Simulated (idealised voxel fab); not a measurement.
process module | voxel plated lines
cross-section cut | 300 nm wide | cells 5 nm
A cross-section is a grid of square cells, given in bands from the top down. A band is one or more rows of cells.
Each band's line starts with the height of the band's top and of its bottom, in nm. Then come its materials from left to right, each with its width in nm. One material with "throughout" fills the band from edge to edge. "air" is empty space.
Height 0 is the level under which the wafer as received is all one material. The lowest band goes on downwards, as in "0 down".
A width such as "30 to 40" changes by the same amount from each row of cells to the next, from the band's top row to its bottom row.
"no change" after a step means that no cell of the cross-section changed.
closed voids: empty space of 8 cells or more with no open way to the top, each as width x height at its distance from the left edge, in nm
after a step's settings: what the simulator itself notes on the step
overlay nm, on a step with a mask: how far to the right of its planned place the mask lay; to the left if negative
plan
1 op RECEIVE | material Si
2 op CONFORMAL_DEP | material Al2O3 | thk nm 10
3 op DIRECTIONAL_DEP | material TiN | thk nm 5
4 op PATTERN | tone open | mask id LINES | material resist | width nm 15 | pitch nm 45 | thk nm 35 | overlay nm -15
5 op EPI | material Ru | thk nm 10
6 op EPI | material Ru | thk nm 10
7 op EPI | material Ru | thk nm 10
8 op STRIP | etch materials resist
9 op DIRECTIONAL_ETCH | etch materials TiN | depth nm 5
10 op CONFORMAL_DEP | material SiN | thk nm 5
varied across the wafers: overlay nm of step 4. The plan shows the first wafer's value. All wafers start alike
first wafer as received, after step 1
  0 down: Si throughout
  closed voids: none
each wafer at the end: cells of each material gained (+) or lost (-) since it was received, then its closed voids
overlay nm -15 | +120 Al2O3 | +54 Ru | +102 SiN | +9 TiN | closed voids: none
overlay nm -10 | +120 Al2O3 | +54 Ru | +102 SiN | +9 TiN | closed voids: none
overlay nm -5 | +120 Al2O3 | +54 Ru | +102 SiN | +9 TiN | closed voids: none
overlay nm 0 | +120 Al2O3 | +54 Ru | +102 SiN | +9 TiN | closed voids: none
overlay nm 5 | +120 Al2O3 | +54 Ru | +102 SiN | +9 TiN | closed voids: none
overlay nm 10 | +120 Al2O3 | +54 Ru | +102 SiN | +9 TiN | closed voids: none
overlay nm 15 | +120 Al2O3 | +54 Ru | +102 SiN | +9 TiN | closed voids: none
